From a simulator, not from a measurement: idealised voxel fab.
Name of the process module below: voxel capacitor over wiring
Pictured: cross-section cut, 255 nm wide, on a grid of 5 nm square cells.
For the purposes of this document, a cross-section shall be understood as a grid of square cells, specified as bands listed in top-to-bottom order, each band consisting of one or more rows of cells. Basically the band line says how high the top is and how high the bottom is, in nm, and then what's in it from left to right, every material with its width in nm. Empty space shows up as "blank", and if a single material carries "everywhere" it runs the full band edge to edge. For the purposes of this specification, 0 denotes the height below which the wafer in its as-received condition is composed wholly of one material, and the lowermost band, lacking a lower limit, extends downward without end, as expressed in "z 0 and below". Note: "30 to 40" means the width goes from the first number (top row of the band) to the second number (bottom row) in equal steps per row of cells. The cross-section has no changed cell in any step marked "no change occurred". Under "Closed voids list" you'll find the enclosed gaps, the ones with no way out to the top, that are 8 cells or bigger; each reads width x height at distance, with distance counted from the left edge, everything in nm. Whatever follows a step's settings on its line is a remark the simulator itself makes about that step. "overlay nm" denotes, for a step that has a mask, the displacement of the mask to the right of its planned place, with negative values corresponding to the left.
**Listed below are the process steps as planned**
| 1 | RECEIVE | material Si |
| 2 | CONFORMAL_DEP | material SiO2 | thk nm 15 |
| 3 | DIRECTIONAL_DEP | material TiN | thk nm 5 |
| 4 | DIRECTIONAL_DEP | material W | thk nm 15 |
| 5 | MASKED_ETCH | tone cover | mask id METAL_1 | width nm 25 | pitch nm 85 | etch materials W | depth nm 15 | overlay nm 0 |
| 6 | MASKED_ETCH | tone cover | mask id METAL_1 | width nm 25 | pitch nm 85 | etch materials TiN | depth nm 5 | overlay nm 0 |
| 7 | CONFORMAL_DEP | material SiCN | thk nm 5 |
| 8 | FILL_DEP | material lowk | thk nm 10 |
| 9 | CMP | height nm 35 |
| 10 | CONFORMAL_DEP | material SiCN | thk nm 5 |
| 11 | DIRECTIONAL_DEP | material lowk | thk nm 10 |
| 12 | DIRECTIONAL_DEP | material aC | thk nm 15 |
| 13 | PATTERN | tone open | mask id PLUG_1 | material resist | width nm 15 | thk nm 30 | overlay nm 0 |
| 14 | DIRECTIONAL_ETCH | etch materials aC | depth nm 15 |
| 15 | STRIP | etch materials resist |
| 16 | DIRECTIONAL_ETCH | etch materials lowk | depth nm 10 |
| 17 | DIRECTIONAL_ETCH | etch materials SiCN | depth nm 5 |
| 18 | STRIP | etch materials aC |
| 19 | CONFORMAL_DEP | material TiN | thk nm 5 |
| 20 | FILL_DEP | material Cu | thk nm 5 |
| 21 | CMP | height nm 50 |
| 22 | DIRECTIONAL_DEP | material TiN | thk nm 5 |
| 23 | DIRECTIONAL_DEP | material HfO2 | thk nm 5 |
| 24 | DIRECTIONAL_DEP | material TiN | thk nm 10 |
| 25 | DIRECTIONAL_DEP | material aC | thk nm 15 |
| 26 | PATTERN | tone cover | mask id UPPER_PLATE | material resist | width nm 65 | thk nm 35 | overlay nm 0 |
| 27 | DIRECTIONAL_ETCH | etch materials aC | depth nm 15 |
| 28 | STRIP | etch materials resist |
| 29 | DIRECTIONAL_ETCH | etch materials TiN | depth nm 10 |
| 30 | DIRECTIONAL_ETCH | etch materials HfO2 | depth nm 5 |
| 31 | STRIP | etch materials aC |
| 32 | DIRECTIONAL_DEP | material aC | thk nm 15 |
| 33 | PATTERN | tone cover | mask id LOWER_PLATE | material resist | width nm 75 | thk nm 30 | overlay nm 0 |
| 34 | DIRECTIONAL_ETCH | etch materials aC | depth nm 15 |
| 35 | STRIP | etch materials resist |
| 36 | DIRECTIONAL_ETCH | etch materials TiN | depth nm 5 |
| 37 | STRIP | etch materials aC |
| 38 | FILL_DEP | material SiO2 | thk nm 20 |
| 39 | CMP | height nm 85 |
| 40 | PATTERN | tone open | mask id PLUG_2 | material resist | width nm 15 | thk nm 15 | overlay nm 0 |
| 41 | DIRECTIONAL_ETCH | etch materials SiO2 | depth nm 15 |
| 42 | STRIP | etch materials resist |
| 43 | CONFORMAL_DEP | material TiN | thk nm 5 |
| 44 | FILL_DEP | material Cu | thk nm 5 |
| 45 | CMP | height nm 85 |
| 46 | CONFORMAL_DEP | material SiCN | thk nm 5 |
**First wafer out of two, processed as planned**
**This is the cross-section of the wafer as we received it, i.e. after step 1**
z 0 and below  Si everywhere
Closed voids list: none
**Once step 2 is through, the wafer looks like this in cross-section**
z 15 to 0  SiO2 everywhere
below 0: unchanged
**Once step 3 is through, the wafer looks like this in cross-section**
z 20 to 15  TiN everywhere
below 15: unchanged
**Once step 4 is through, the wafer looks like this in cross-section**
z 35 to 20  W everywhere
below 20: unchanged
**Once step 5 is through, the wafer looks like this in cross-section**
z 35 to 20  70 of blank, 25 of W, 60 of blank, 25 of W, 75 of blank
below 20: unchanged
**Once step 6 is through, the wafer looks like this in cross-section**
z 35 to 20  70 of blank, 25 of W, 60 of blank, 25 of W, 75 of blank
z 20 to 15  70 of blank, 25 of TiN, 60 of blank, 25 of TiN, 75 of blank
below 15: unchanged
**Once step 7 is through, the wafer looks like this in cross-section**
z 40 to 35  65 of blank, 35 of SiCN, 50 of blank, 35 of SiCN, 70 of blank
z 35 to 20  65 of blank, 5 of SiCN, 25 of W, 5 of SiCN, 50 of blank, 5 of SiCN, 25 of W, 5 of SiCN, 70 of blank
z 20 to 15  70 of SiCN, 25 of TiN, 60 of SiCN, 25 of TiN, 75 of SiCN
below 15: unchanged
**Once step 8 is through, the wafer looks like this in cross-section**
z 50 to 40  lowk everywhere
z 40 to 35  65 of lowk, 35 of SiCN, 50 of lowk, 35 of SiCN, 70 of lowk
z 35 to 20  65 of lowk, 5 of SiCN, 25 of W, 5 of SiCN, 50 of lowk, 5 of SiCN, 25 of W, 5 of SiCN, 70 of lowk
below 20: unchanged
**Once step 9 is through, the wafer looks like this in cross-section**
z 35 to 20  65 of lowk, 5 of SiCN, 25 of W, 5 of SiCN, 50 of lowk, 5 of SiCN, 25 of W, 5 of SiCN, 70 of lowk
below 20: unchanged
**Once step 10 is through, the wafer looks like this in cross-section**
z 40 to 35  SiCN everywhere
below 35: unchanged
**Once step 11 is through, the wafer looks like this in cross-section**
z 50 to 40  lowk everywhere
below 40: unchanged
**Once step 12 is through, the wafer looks like this in cross-section**
z 65 to 50  aC everywhere
below 50: unchanged
**Once step 13 is through, the wafer looks like this in cross-section**
z 95 to 65  80 of resist, 15 of blank, 160 of resist
below 65: unchanged
**Once step 14 is through, the wafer looks like this in cross-section**
z 80 to 65  80 of resist, 15 of blank, 160 of resist
z 65 to 50  80 of aC, 15 of blank, 160 of aC
below 50: unchanged
**Once step 15 is through, the wafer looks like this in cross-section**
z 65 to 50  80 of aC, 15 of blank, 160 of aC
below 50: unchanged
**Once step 16 is through, the wafer looks like this in cross-section**
z 65 to 50  80 of aC, 15 of blank, 160 of aC
z 50 to 40  80 of lowk, 15 of blank, 160 of lowk
below 40: unchanged
**Once step 17 is through, the wafer looks like this in cross-section**
z 65 to 50  80 of aC, 15 of blank, 160 of aC
z 50 to 40  80 of lowk, 15 of blank, 160 of lowk
z 40 to 35  80 of SiCN, 15 of blank, 160 of SiCN
below 35: unchanged
**Once step 18 is through, the wafer looks like this in cross-section**
z 50 to 40  80 of lowk, 15 of blank, 160 of lowk
below 40: unchanged
**Once step 19 is through, the wafer looks like this in cross-section**
z 55 to 50  85 of TiN, 5 of blank, 165 of TiN
z 50 to 40  80 of lowk, 5 of TiN, 5 of blank, 5 of TiN, 160 of lowk
z 40 to 35  80 of SiCN, 15 of TiN, 160 of SiCN
below 35: unchanged
**Once step 20 is through, the wafer looks like this in cross-section**
z 60 to 55  Cu everywhere
z 55 to 50  85 of TiN, 5 of Cu, 165 of TiN
z 50 to 40  80 of lowk, 5 of TiN, 5 of Cu, 5 of TiN, 160 of lowk
below 40: unchanged
**Once step 21 is through, the wafer looks like this in cross-section**
z 50 to 40  80 of lowk, 5 of TiN, 5 of Cu, 5 of TiN, 160 of lowk
below 40: unchanged
**Once step 22 is through, the wafer looks like this in cross-section**
z 55 to 50  TiN everywhere
below 50: unchanged
**Once step 23 is through, the wafer looks like this in cross-section**
z 60 to 55  HfO2 everywhere
below 55: unchanged
**Once step 24 is through, the wafer looks like this in cross-section**
z 70 to 60  TiN everywhere
below 60: unchanged
**Once step 25 is through, the wafer looks like this in cross-section**
z 85 to 70  aC everywhere
below 70: unchanged
**Once step 26 is through, the wafer looks like this in cross-section**
z 120 to 85  80 of blank, 65 of resist, 110 of blank
below 85: unchanged
**Once step 27 is through, the wafer looks like this in cross-section**
z 105 to 85  80 of blank, 65 of resist, 110 of blank
z 85 to 70  80 of blank, 65 of aC, 110 of blank
below 70: unchanged
**Once step 28 is through, the wafer looks like this in cross-section**
z 85 to 70  80 of blank, 65 of aC, 110 of blank
below 70: unchanged
**Once step 29 is through, the wafer looks like this in cross-section**
z 85 to 70  80 of blank, 65 of aC, 110 of blank
z 70 to 60  80 of blank, 65 of TiN, 110 of blank
below 60: unchanged
**Once step 30 is through, the wafer looks like this in cross-section**
z 85 to 70  80 of blank, 65 of aC, 110 of blank
z 70 to 60  80 of blank, 65 of TiN, 110 of blank
z 60 to 55  80 of blank, 65 of HfO2, 110 of blank
below 55: unchanged
**Once step 31 is through, the wafer looks like this in cross-section**
z 70 to 60  80 of blank, 65 of TiN, 110 of blank
below 60: unchanged
**Once step 32 is through, the wafer looks like this in cross-section**
z 85 to 70  80 of blank, 65 of aC, 110 of blank
z 70 to 60  80 of aC, 65 of TiN, 110 of aC
z 60 to 55  80 of aC, 65 of HfO2, 110 of aC
below 55: unchanged
**Once step 33 is through, the wafer looks like this in cross-section**
z 115 to 85  75 of blank, 75 of resist, 105 of blank
z 85 to 70  75 of blank, 5 of resist, 65 of aC, 5 of resist, 105 of blank
below 70: unchanged
**Once step 34 is through, the wafer looks like this in cross-section**
z 100 to 85  75 of blank, 75 of resist, 105 of blank
z 85 to 70  75 of blank, 5 of resist, 65 of aC, 5 of resist, 105 of blank
z 70 to 60  75 of blank, 5 of aC, 65 of TiN, 5 of aC, 105 of blank
z 60 to 55  75 of blank, 5 of aC, 65 of HfO2, 5 of aC, 105 of blank
below 55: unchanged
**Once step 35 is through, the wafer looks like this in cross-section**
z 85 to 70  80 of blank, 65 of aC, 110 of blank
below 70: unchanged
**Once step 36 is through, the wafer looks like this in cross-section**
z 85 to 70  80 of blank, 65 of aC, 110 of blank
z 70 to 60  75 of blank, 5 of aC, 65 of TiN, 5 of aC, 105 of blank
z 60 to 55  75 of blank, 5 of aC, 65 of HfO2, 5 of aC, 105 of blank
z 55 to 50  75 of blank, 75 of TiN, 105 of blank
below 50: unchanged
**Once step 37 is through, the wafer looks like this in cross-section**
z 70 to 60  80 of blank, 65 of TiN, 110 of blank
z 60 to 55  80 of blank, 65 of HfO2, 110 of blank
below 55: unchanged
**Once step 38 is through, the wafer looks like this in cross-section**
z 90 to 70  SiO2 everywhere
z 70 to 60  80 of SiO2, 65 of TiN, 110 of SiO2
z 60 to 55  80 of SiO2, 65 of HfO2, 110 of SiO2
z 55 to 50  75 of SiO2, 75 of TiN, 105 of SiO2
below 50: unchanged
**Once step 39 is through, the wafer looks like this in cross-section**
z 85 to 70  SiO2 everywhere
below 70: unchanged
**Once step 40 is through, the wafer looks like this in cross-section**
z 100 to 85  90 of resist, 15 of blank, 150 of resist
below 85: unchanged
**Once step 41 is through, the wafer looks like this in cross-section**
z 100 to 85  90 of resist, 15 of blank, 150 of resist
z 85 to 70  90 of SiO2, 15 of blank, 150 of SiO2
below 70: unchanged
**Once step 42 is through, the wafer looks like this in cross-section**
z 85 to 70  90 of SiO2, 15 of blank, 150 of SiO2
below 70: unchanged
**Once step 43 is through, the wafer looks like this in cross-section**
z 90 to 85  95 of TiN, 5 of blank, 155 of TiN
z 85 to 75  90 of SiO2, 5 of TiN, 5 of blank, 5 of TiN, 150 of SiO2
z 75 to 70  90 of SiO2, 15 of TiN, 150 of SiO2
below 70: unchanged
**Once step 44 is through, the wafer looks like this in cross-section**
z 95 to 90  Cu everywhere
z 90 to 85  95 of TiN, 5 of Cu, 155 of TiN
z 85 to 75  90 of SiO2, 5 of TiN, 5 of Cu, 5 of TiN, 150 of SiO2
below 75: unchanged
**Once step 45 is through, the wafer looks like this in cross-section**
z 85 to 75  90 of SiO2, 5 of TiN, 5 of Cu, 5 of TiN, 150 of SiO2
below 75: unchanged
**Once step 46 is through, the wafer looks like this in cross-section**
z 90 to 85  SiCN everywhere
below 85: unchanged
**It is to be noted that the second wafer proceeded from the same initial state and according to the same plan as the first, although one mistake was committed in its execution; through step 32, inclusive, the two wafers share an identical history**
**Cross-section, second wafer, at the end time the plan gives for step 33**
z 115 to 85  75 of resist, 75 of blank, 105 of resist
z 85 to 70  75 of resist, 5 of blank, 65 of aC, 5 of blank, 105 of resist
below 70: unchanged
**Cross-section, second wafer, at the end time the plan gives for step 34**
z 100 to 70  75 of resist, 75 of blank, 105 of resist
z 70 to 60  75 of aC, 5 of blank, 65 of TiN, 5 of blank, 105 of aC
z 60 to 55  75 of aC, 5 of blank, 65 of HfO2, 5 of blank, 105 of aC
below 55: unchanged
**Cross-section, second wafer, at the end time the plan gives for step 35**
z 70 to 60  75 of aC, 5 of blank, 65 of TiN, 5 of blank, 105 of aC
below 60: unchanged
**Cross-section, second wafer, at the end time the plan gives for step 36**
z 70 to 65  75 of aC, 75 of blank, 105 of aC
z 65 to 60  75 of aC, 5 of blank, 65 of TiN, 5 of blank, 105 of aC
z 60 to 55  75 of aC, 5 of blank, 65 of HfO2, 5 of blank, 105 of aC
z 55 to 50  75 of TiN, 5 of blank, 65 of TiN, 5 of blank, 105 of TiN
below 50: unchanged
**Cross-section, second wafer, at the end time the plan gives for step 37**
z 65 to 60  80 of blank, 65 of TiN, 110 of blank
z 60 to 55  80 of blank, 65 of HfO2, 110 of blank
below 55: unchanged
**Cross-section, second wafer, at the end time the plan gives for step 38**
z 85 to 65  SiO2 everywhere
z 65 to 60  80 of SiO2, 65 of TiN, 110 of SiO2
z 60 to 55  80 of SiO2, 65 of HfO2, 110 of SiO2
z 55 to 50  75 of TiN, 5 of SiO2, 65 of TiN, 5 of SiO2, 105 of TiN
below 50: unchanged
Cross-section, second wafer, at the end time the plan gives for step 39: no change occurred
**Cross-section, second wafer, at the end time the plan gives for step 40**
z 100 to 85  90 of resist, 15 of blank, 150 of resist
below 85: unchanged
**Cross-section, second wafer, at the end time the plan gives for step 41**
z 100 to 85  90 of resist, 15 of blank, 150 of resist
z 85 to 70  90 of SiO2, 15 of blank, 150 of SiO2
below 70: unchanged
**Cross-section, second wafer, at the end time the plan gives for step 42**
z 85 to 70  90 of SiO2, 15 of blank, 150 of SiO2
below 70: unchanged
**Cross-section, second wafer, at the end time the plan gives for step 43**
z 90 to 85  95 of TiN, 5 of blank, 155 of TiN
z 85 to 75  90 of SiO2, 5 of TiN, 5 of blank, 5 of TiN, 150 of SiO2
z 75 to 70  90 of SiO2, 15 of TiN, 150 of SiO2
below 70: unchanged
**Cross-section, second wafer, at the end time the plan gives for step 44**
z 95 to 90  Cu everywhere
z 90 to 85  95 of TiN, 5 of Cu, 155 of TiN
z 85 to 75  90 of SiO2, 5 of TiN, 5 of Cu, 5 of TiN, 150 of SiO2
below 75: unchanged
**Cross-section, second wafer, at the end time the plan gives for step 45**
z 85 to 75  90 of SiO2, 5 of TiN, 5 of Cu, 5 of TiN, 150 of SiO2
below 75: unchanged
**Cross-section, second wafer, at the end time the plan gives for step 46**
z 90 to 85  SiCN everywhere
below 85: unchanged
Diagnosis: step 33 off recipe, ran as PATTERN | tone open | mask id LOWER_PLATE | material resist | width nm 75 | thk nm 30 | overlay nm 0
The second wafer ends with more or fewer cells of some materials than the first, per final count: SiO2: 21 fewer; TiN: 21 more
